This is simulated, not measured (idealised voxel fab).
process module | voxel fin reveal
cross-section cut | 195 nm wide | cells 5 nm
A cross-section is a grid of square cells, given in bands from the top down. A band is one or more rows of cells.
Each band's line starts with the height of the band's top and of its bottom, in nm. Then come its materials from left to right, each with its width in nm. One material with "throughout" fills the band from edge to edge. "air" is empty space.
Height 0 is the level under which the wafer as received is all one material. The lowest band goes on downwards, as in "0 down".
A width such as "30 to 40" changes by the same amount from each row of cells to the next, from the band's top row to its bottom row.
"no change" after a step means that no cell of the cross-section changed.
closed voids: empty space of 8 cells or more with no open way to the top, each as width x height at its distance from the left edge, in nm
after a step's settings: what the simulator itself notes on the step
overlay nm, on a step with a mask: how far to the right of its planned place the mask lay; to the left if negative
Each pair below shows a cross-section before one step and the cross-section after it, down to the lowest band that changed. The line under each pair gives the step between them, with its settings. The pairs can come from different runs of this module on the same starting wafer, so a pair continues from the pair above only where its "before" says so.
before
  0 down: Si throughout
  closed voids: none
after
  10 to 0: SiN throughout
  below 0: unchanged
  closed voids: none
the step between: op CONFORMAL_DEP | material SiN | thk nm 10
before: the cross-section after the pair above
after
  20 to 10: aC throughout
  below 10: unchanged
  closed voids: none
the step between: op DIRECTIONAL_DEP | material aC | thk nm 10
before: the cross-section after the pair above
after
  50 to 20: air 70 | resist 15 | air 25 | resist 15 | air 70
  below 20: unchanged
  closed voids: none
the step between: op PATTERN | tone cover | mask id FINS | material resist | width nm 15 | pitch nm 40 | thk nm 30 | overlay nm 0
before: the cross-section after the pair above
after
  40 to 20: air 70 | resist 15 | air 25 | resist 15 | air 70
  20 to 10: air 70 | aC 15 | air 25 | aC 15 | air 70
  below 10: unchanged
  closed voids: none
the step between: op DIRECTIONAL_ETCH | etch materials aC | depth nm 10
before: the cross-section after the pair above
after
  20 to 10: air 70 | aC 15 | air 25 | aC 15 | air 70
  below 10: unchanged
  closed voids: none
the step between: op STRIP | etch materials resist
before: the cross-section after the pair above
after
  20 to 10: air 70 | aC 15 | air 25 | aC 15 | air 70
  10 to 0: air 70 | SiN 15 | air 25 | SiN 15 | air 70
  below 0: unchanged
  closed voids: none
the step between: op DIRECTIONAL_ETCH | etch materials SiN | depth nm 10
before: the cross-section after the pair above
after
  20 to 10: air 70 | aC 15 | air 25 | aC 15 | air 70
  10 to 0: air 70 | SiN 15 | air 25 | SiN 15 | air 70
  0 to -40: air 70 | Si 15 | air 25 | Si 15 | air 70
  below -40: unchanged
  closed voids: none
the step between: op DIRECTIONAL_ETCH | etch materials Si | depth nm 40
before: the cross-section after the pair above
after
  10 to 0: air 70 | SiN 15 | air 25 | SiN 15 | air 70
  below 0: unchanged
  closed voids: none
the step between: op STRIP | etch materials aC
before: the cross-section after the pair above
after
  10 to 0: air 70 | SiN 15 | air 25 | SiN 15 | air 70
  0 to -40: air 70 | SiO2 5 | Si 5 | SiO2 5 | air 25 | SiO2 5 | Si 5 | SiO2 5 | air 70
  -40 to -45: SiO2 75 | Si 5 | SiO2 35 | Si 5 | SiO2 75
  below -45: unchanged
  closed voids: none
the step between: op OXIDIZE | depth nm 5
before: the cross-section after the pair above
after
  25 to 10: SiO2 throughout
  10 to 0: SiO2 70 | SiN 15 | SiO2 25 | SiN 15 | SiO2 70
  0 to -45: SiO2 75 | Si 5 | SiO2 35 | Si 5 | SiO2 75
  below -45: unchanged
  closed voids: none
the step between: op FILL_DEP | material SiO2 | thk nm 15
before: the cross-section after the pair above
after
  10 to 0: SiO2 70 | SiN 15 | SiO2 25 | SiN 15 | SiO2 70
  below 0: unchanged
  closed voids: none
the step between: op CMP | height nm 10
before: the cross-section after the pair above
after
  10 to 0: air 70 | SiN 15 | air 25 | SiN 15 | air 70
  0 to -30: air 75 | Si 5 | air 35 | Si 5 | air 75
  below -30: unchanged
  closed voids: none
the step between: op SELECTIVE_ETCH | etch materials SiO2 | depth nm 40
before: the cross-section after the pair above
after
  0 to -30: air 75 | Si 5 | air 35 | Si 5 | air 75
  below -30: unchanged
  closed voids: none
the step between: op STRIP | etch materials SiN
before: the cross-section after the pair above
after
  5 to 0: air 70 | SiO2 15 | air 25 | SiO2 15 | air 70
  0 to -25: air 70 | SiO2 5 | Si 5 | SiO2 5 | air 25 | SiO2 5 | Si 5 | SiO2 5 | air 70
  -25 to -45: SiO2 75 | Si 5 | SiO2 35 | Si 5 | SiO2 75
  below -45: unchanged
  closed voids: none
the step between: op CONFORMAL_DEP | material SiO2 | thk nm 5
before
  25 to 10: SiO2 throughout
  10 to 0: SiO2 70 | SiN 15 | SiO2 25 | SiN 15 | SiO2 70
  0 to -45: SiO2 75 | Si 5 | SiO2 35 | Si 5 | SiO2 75
  -45 down: Si throughout
  closed voids: none
after
  10 to 0: air 70 | SiN 15 | air 25 | SiN 15 | air 70
  0 to -15: air 75 | Si 5 | air 35 | Si 5 | air 75
  below -15: unchanged
  closed voids: none
the step between: op SELECTIVE_ETCH | etch materials SiO2 | depth nm 40
before: the cross-section after the pair above
after
  0 to -15: air 75 | Si 5 | air 35 | Si 5 | air 75
  below -15: unchanged
  closed voids: none
the step between: op STRIP | etch materials SiN
before: the cross-section after the pair above
after
  5 to 0: air 70 | SiO2 15 | air 25 | SiO2 15 | air 70
  0 to -10: air 70 | SiO2 5 | Si 5 | SiO2 5 | air 25 | SiO2 5 | Si 5 | SiO2 5 | air 70
  -10 to -45: SiO2 75 | Si 5 | SiO2 35 | Si 5 | SiO2 75
  below -45: unchanged
  closed voids: none
the step between: op CONFORMAL_DEP | material SiO2 | thk nm 5
before
  10 to 0: air 70 | SiN 15 | air 25 | SiN 15 | air 70
  0 to -30: air 75 | Si 5 | air 35 | Si 5 | air 75
  -30 to -45: SiO2 75 | Si 5 | SiO2 35 | Si 5 | SiO2 75
  -45 down: Si throughout
  closed voids: none
after
  10 to 0: air 70 | SiN 15 | air 25 | SiN 15 | air 70
  0 to -45: air 75 | Si 5 | air 35 | Si 5 | air 75
  below -45: unchanged
  closed voids: none
the step between: op SELECTIVE_ETCH | etch materials SiO2 | depth nm 40
before: the cross-section after the pair above
after
  0 to -45: air 75 | Si 5 | air 35 | Si 5 | air 75
  below -45: unchanged
  closed voids: none
the step between: op STRIP | etch materials SiN
before: the cross-section after the pair above
after
  5 to 0: air 70 | SiO2 15 | air 25 | SiO2 15 | air 70
  0 to -40: air 70 | SiO2 5 | Si 5 | SiO2 5 | air 25 | SiO2 5 | Si 5 | SiO2 5 | air 70
  -40 to -45: SiO2 75 | Si 5 | SiO2 35 | Si 5 | SiO2 75
  below -45: unchanged
  closed voids: none
the step between: op CONFORMAL_DEP | material SiO2 | thk nm 5
before
  10 to 0: SiO2 70 | SiN 15 | SiO2 25 | SiN 15 | SiO2 70
  0 to -45: SiO2 75 | Si 5 | SiO2 35 | Si 5 | SiO2 75
  -45 down: Si throughout
  closed voids: none
after
  10 to 0: SiO2 70 | air 15 | SiO2 25 | air 15 | SiO2 70
  below 0: unchanged
  closed voids: none
the step between: op STRIP | etch materials SiN
before: the cross-section after the pair above
after
  0 to -30: air 75 | Si 5 | air 35 | Si 5 | air 75
  -30 to -40: SiO2 30 | air 45 | Si 5 | air 35 | Si 5 | air 45 | SiO2 30
  below -40: unchanged
  closed voids: none
the step between: op SELECTIVE_ETCH | etch materials SiO2 | depth nm 40
before: the cross-section after the pair above
after
  5 to 0: air 70 | SiO2 15 | air 25 | SiO2 15 | air 70
  0 to -25: air 70 | SiO2 5 | Si 5 | SiO2 5 | air 25 | SiO2 5 | Si 5 | SiO2 5 | air 70
  -25 to -35: SiO2 35 | air 35 | SiO2 5 | Si 5 | SiO2 5 | air 25 | SiO2 5 | Si 5 | SiO2 5 | air 35 | SiO2 35
  -35 to -45: SiO2 75 | Si 5 | SiO2 35 | Si 5 | SiO2 75
  below -45: unchanged
  closed voids: none
the step between: op CONFORMAL_DEP | material SiO2 | thk nm 5
before
  0 to -30: air 75 | Si 5 | air 35 | Si 5 | air 75
  -30 to -45: SiO2 75 | Si 5 | SiO2 35 | Si 5 | SiO2 75
  -45 down: Si throughout
  closed voids: none
after
  15 to 0: air 60 | SiO2 35 | air 5 | SiO2 35 | air 60
  0 to -15: air 60 | SiO2 15 | Si 5 | SiO2 15 | air 5 | SiO2 15 | Si 5 | SiO2 15 | air 60
  -15 to -45: SiO2 75 | Si 5 | SiO2 35 | Si 5 | SiO2 75
  below -45: unchanged
  closed voids: none
the step between: op CONFORMAL_DEP | material SiO2 | thk nm 15
before
  20 to 10: aC throughout
  10 to 0: SiN throughout
  0 down: Si throughout
  closed voids: none
after
  50 to 20: air 70 | resist 20 | air 20 | resist 20 | air 65
  below 20: unchanged
  closed voids: none
the step between: op PATTERN | tone cover | mask id FINS | material resist | width nm 20 | pitch nm 40 | thk nm 30 | overlay nm 0
before: the cross-section after the pair above
after
  40 to 20: air 70 | resist 20 | air 20 | resist 20 | air 65
  20 to 10: air 70 | aC 20 | air 20 | aC 20 | air 65
  below 10: unchanged
  closed voids: none
the step between: op DIRECTIONAL_ETCH | etch materials aC | depth nm 10
before: the cross-section after the pair above
after
  20 to 10: air 70 | aC 20 | air 20 | aC 20 | air 65
  below 10: unchanged
  closed voids: none
the step between: op STRIP | etch materials resist
before: the cross-section after the pair above
after
  20 to 10: air 70 | aC 20 | air 20 | aC 20 | air 65
  10 to 0: air 70 | SiN 20 | air 20 | SiN 20 | air 65
  below 0: unchanged
  closed voids: none
the step between: op DIRECTIONAL_ETCH | etch materials SiN | depth nm 10
before: the cross-section after the pair above
after
  20 to 10: air 70 | aC 20 | air 20 | aC 20 | air 65
  10 to 0: air 70 | SiN 20 | air 20 | SiN 20 | air 65
  0 to -40: air 70 | Si 20 | air 20 | Si 20 | air 65
  below -40: unchanged
  closed voids: none
the step between: op DIRECTIONAL_ETCH | etch materials Si | depth nm 40
before: the cross-section after the pair above
after
  10 to 0: air 70 | SiN 20 | air 20 | SiN 20 | air 65
  below 0: unchanged
  closed voids: none
the step between: op STRIP | etch materials aC
before: the cross-section after the pair above
after
  10 to 0: air 70 | SiN 20 | air 20 | SiN 20 | air 65
  0 to -40: air 70 | SiO2 5 | Si 10 | SiO2 5 | air 20 | SiO2 5 | Si 10 | SiO2 5 | air 65
  -40 to -45: SiO2 75 | Si 10 | SiO2 30 | Si 10 | SiO2 70
  below -45: unchanged
  closed voids: none
the step between: op OXIDIZE | depth nm 5
before: the cross-section after the pair above
after
  25 to 10: SiO2 throughout
  10 to 0: SiO2 70 | SiN 20 | SiO2 20 | SiN 20 | SiO2 65
  0 to -45: SiO2 75 | Si 10 | SiO2 30 | Si 10 | SiO2 70
  below -45: unchanged
  closed voids: none
the step between: op FILL_DEP | material SiO2 | thk nm 15
before: the cross-section after the pair above
after
  10 to 0: SiO2 70 | SiN 20 | SiO2 20 | SiN 20 | SiO2 65
  below 0: unchanged
  closed voids: none
the step between: op CMP | height nm 10
before: the cross-section after the pair above
after
  10 to 0: air 70 | SiN 20 | air 20 | SiN 20 | air 65
  0 to -30: air 75 | Si 10 | air 30 | Si 10 | air 70
  below -30: unchanged
  closed voids: none
the step between: op SELECTIVE_ETCH | etch materials SiO2 | depth nm 40
before: the cross-section after the pair above
after
  0 to -30: air 75 | Si 10 | air 30 | Si 10 | air 70
  below -30: unchanged
  closed voids: none
the step between: op STRIP | etch materials SiN
before: the cross-section after the pair above
after
  5 to 0: air 70 | SiO2 20 | air 20 | SiO2 20 | air 65
  0 to -25: air 70 | SiO2 5 | Si 10 | SiO2 5 | air 20 | SiO2 5 | Si 10 | SiO2 5 | air 65
  -25 to -45: SiO2 75 | Si 10 | SiO2 30 | Si 10 | SiO2 70
  below -45: unchanged
  closed voids: none
the step between: op CONFORMAL_DEP | material SiO2 | thk nm 5
before
  20 to 10: aC throughout
  10 to 0: SiN throughout
  0 down: Si throughout
  closed voids: none
after
  50 to 20: air 65 | resist 15 | air 25 | resist 15 | air 75
  below 20: unchanged
  closed voids: none
the step between: op PATTERN | tone cover | mask id FINS | material resist | width nm 15 | pitch nm 40 | thk nm 30 | overlay nm -5
before: the cross-section after the pair above
after
  40 to 20: air 65 | resist 15 | air 25 | resist 15 | air 75
  20 to 10: air 65 | aC 15 | air 25 | aC 15 | air 75
  below 10: unchanged
  closed voids: none
the step between: op DIRECTIONAL_ETCH | etch materials aC | depth nm 10
before: the cross-section after the pair above
after
  20 to 10: air 65 | aC 15 | air 25 | aC 15 | air 75
  below 10: unchanged
  closed voids: none
the step between: op STRIP | etch materials resist
before: the cross-section after the pair above
after
  20 to 10: air 65 | aC 15 | air 25 | aC 15 | air 75
  10 to 0: air 65 | SiN 15 | air 25 | SiN 15 | air 75
  below 0: unchanged
  closed voids: none
the step between: op DIRECTIONAL_ETCH | etch materials SiN | depth nm 10
before: the cross-section after the pair above
after
  20 to 10: air 65 | aC 15 | air 25 | aC 15 | air 75
  10 to 0: air 65 | SiN 15 | air 25 | SiN 15 | air 75
  0 to -40: air 65 | Si 15 | air 25 | Si 15 | air 75
  below -40: unchanged
  closed voids: none
the step between: op DIRECTIONAL_ETCH | etch materials Si | depth nm 40
before: the cross-section after the pair above
after
  10 to 0: air 65 | SiN 15 | air 25 | SiN 15 | air 75
  below 0: unchanged
  closed voids: none
the step between: op STRIP | etch materials aC
before: the cross-section after the pair above
after
  10 to 0: air 65 | SiN 15 | air 25 | SiN 15 | air 75
  0 to -40: air 65 | SiO2 5 | Si 5 | SiO2 5 | air 25 | SiO2 5 | Si 5 | SiO2 5 | air 75
  -40 to -45: SiO2 70 | Si 5 | SiO2 35 | Si 5 | SiO2 80
  below -45: unchanged
  closed voids: none
the step between: op OXIDIZE | depth nm 5
before: the cross-section after the pair above
after
  25 to 10: SiO2 throughout
  10 to 0: SiO2 65 | SiN 15 | SiO2 25 | SiN 15 | SiO2 75
  0 to -45: SiO2 70 | Si 5 | SiO2 35 | Si 5 | SiO2 80
  below -45: unchanged
  closed voids: none
the step between: op FILL_DEP | material SiO2 | thk nm 15
before: the cross-section after the pair above
after
  10 to 0: SiO2 65 | SiN 15 | SiO2 25 | SiN 15 | SiO2 75
  below 0: unchanged
  closed voids: none
the step between: op CMP | height nm 10
before: the cross-section after the pair above
after
  10 to 0: air 65 | SiN 15 | air 25 | SiN 15 | air 75
  0 to -30: air 70 | Si 5 | air 35 | Si 5 | air 80
  below -30: unchanged
  closed voids: none
the step between: op SELECTIVE_ETCH | etch materials SiO2 | depth nm 40
before: the cross-section after the pair above
after
  0 to -30: air 70 | Si 5 | air 35 | Si 5 | air 80
  below -30: unchanged
  closed voids: none
the step between: op STRIP | etch materials SiN
before: the cross-section after the pair above
after
  5 to 0: air 65 | SiO2 15 | air 25 | SiO2 15 | air 75
  0 to -25: air 65 | SiO2 5 | Si 5 | SiO2 5 | air 25 | SiO2 5 | Si 5 | SiO2 5 | air 75
  -25 to -45: SiO2 70 | Si 5 | SiO2 35 | Si 5 | SiO2 80
  below -45: unchanged
  closed voids: none
the step between: op CONFORMAL_DEP | material SiO2 | thk nm 5
before
  10 to 0: air 70 | SiN 15 | air 25 | SiN 15 | air 70
  0 to -40: air 70 | SiO2 5 | Si 5 | SiO2 5 | air 25 | SiO2 5 | Si 5 | SiO2 5 | air 70
  -40 to -45: SiO2 75 | Si 5 | SiO2 35 | Si 5 | SiO2 75
  -45 down: Si throughout
  closed voids: none
after
  25 to 0: SiN throughout
  0 to -40: SiN 70 | SiO2 5 | Si 5 | SiO2 5 | SiN 25 | SiO2 5 | Si 5 | SiO2 5 | SiN 70
  below -40: unchanged
  closed voids: none
the step between: op FILL_DEP | material SiN | thk nm 15
before: the cross-section after the pair above
after
  10 to 0: SiN throughout
  below 0: unchanged
  closed voids: none
the step between: op CMP | height nm 10
before: the cross-section after the pair above
after
  0 to -40: air 70 | SiO2 5 | Si 5 | SiO2 5 | air 25 | SiO2 5 | Si 5 | SiO2 5 | air 70
  below -40: unchanged
  closed voids: none
the step between: op STRIP | etch materials SiN
before: the cross-section after the pair above
after
  5 to 0: air 65 | SiO2 25 | air 15 | SiO2 25 | air 65
  0 to -35: air 65 | SiO2 10 | Si 5 | SiO2 10 | air 15 | SiO2 10 | Si 5 | SiO2 10 | air 65
  -35 to -45: SiO2 75 | Si 5 | SiO2 35 | Si 5 | SiO2 75
  below -45: unchanged
  closed voids: none
the step between: op CONFORMAL_DEP | material SiO2 | thk nm 5
before
  20 to 10: aC throughout
  10 to 0: SiN throughout
  0 down: Si throughout
  closed voids: none
after
  50 to 20: resist 70 | air 15 | resist 25 | air 15 | resist 70
  below 20: unchanged
  closed voids: none
the step between: op PATTERN | tone open | mask id FINS | material resist | width nm 15 | pitch nm 40 | thk nm 30 | overlay nm 0
before: the cross-section after the pair above
after
  40 to 20: resist 70 | air 15 | resist 25 | air 15 | resist 70
  20 to 10: aC 70 | air 15 | aC 25 | air 15 | aC 70
  below 10: unchanged
  closed voids: none
the step between: op DIRECTIONAL_ETCH | etch materials aC | depth nm 10
before: the cross-section after the pair above
after
  20 to 10: aC 70 | air 15 | aC 25 | air 15 | aC 70
  below 10: unchanged
  closed voids: none
the step between: op STRIP | etch materials resist
before: the cross-section after the pair above
after
  20 to 10: aC 70 | air 15 | aC 25 | air 15 | aC 70
  10 to 0: SiN 70 | air 15 | SiN 25 | air 15 | SiN 70
  below 0: unchanged
  closed voids: none
the step between: op DIRECTIONAL_ETCH | etch materials SiN | depth nm 10
before: the cross-section after the pair above
after
  20 to 10: aC 70 | air 15 | aC 25 | air 15 | aC 70
  10 to 0: SiN 70 | air 15 | SiN 25 | air 15 | SiN 70
  0 to -40: Si 70 | air 15 | Si 25 | air 15 | Si 70
  below -40: unchanged
  closed voids: none
the step between: op DIRECTIONAL_ETCH | etch materials Si | depth nm 40
before: the cross-section after the pair above
after
  10 to 0: SiN 70 | air 15 | SiN 25 | air 15 | SiN 70
  below 0: unchanged
  closed voids: none
the step between: op STRIP | etch materials aC
before: the cross-section after the pair above
after
  10 to 0: SiN 70 | air 15 | SiN 25 | air 15 | SiN 70
  0 to -40: Si 65 | SiO2 5 | air 15 | SiO2 5 | Si 15 | SiO2 5 | air 15 | SiO2 5 | Si 65
  -40 to -45: Si 65 | SiO2 25 | Si 15 | SiO2 25 | Si 65
  below -45: unchanged
  closed voids: none
the step between: op OXIDIZE | depth nm 5
before: the cross-section after the pair above
after
  25 to 10: SiO2 throughout
  10 to 0: SiN 70 | SiO2 15 | SiN 25 | SiO2 15 | SiN 70
  0 to -45: Si 65 | SiO2 25 | Si 15 | SiO2 25 | Si 65
  below -45: unchanged
  closed voids: none
the step between: op FILL_DEP | material SiO2 | thk nm 15
before: the cross-section after the pair above
after
  10 to 0: SiN 70 | SiO2 15 | SiN 25 | SiO2 15 | SiN 70
  below 0: unchanged
  closed voids: none
the step between: op CMP | height nm 10
before: the cross-section after the pair above
after
  10 to 0: SiN 70 | air 15 | SiN 25 | air 15 | SiN 70
  0 to -30: Si 65 | air 25 | Si 15 | air 25 | Si 65
  below -30: unchanged
  closed voids: none
the step between: op SELECTIVE_ETCH | etch materials SiO2 | depth nm 40
before: the cross-section after the pair above
after
  0 to -30: Si 65 | air 25 | Si 15 | air 25 | Si 65
  below -30: unchanged
  closed voids: none
the step between: op STRIP | etch materials SiN
before: the cross-section after the pair above
after
  5 to 0: SiO2 70 | air 15 | SiO2 25 | air 15 | SiO2 70
  0 to -25: Si 65 | SiO2 5 | air 15 | SiO2 5 | Si 15 | SiO2 5 | air 15 | SiO2 5 | Si 65
  -25 to -45: Si 65 | SiO2 25 | Si 15 | SiO2 25 | Si 65
  below -45: unchanged
  closed voids: none
the step between: op CONFORMAL_DEP | material SiO2 | thk nm 5
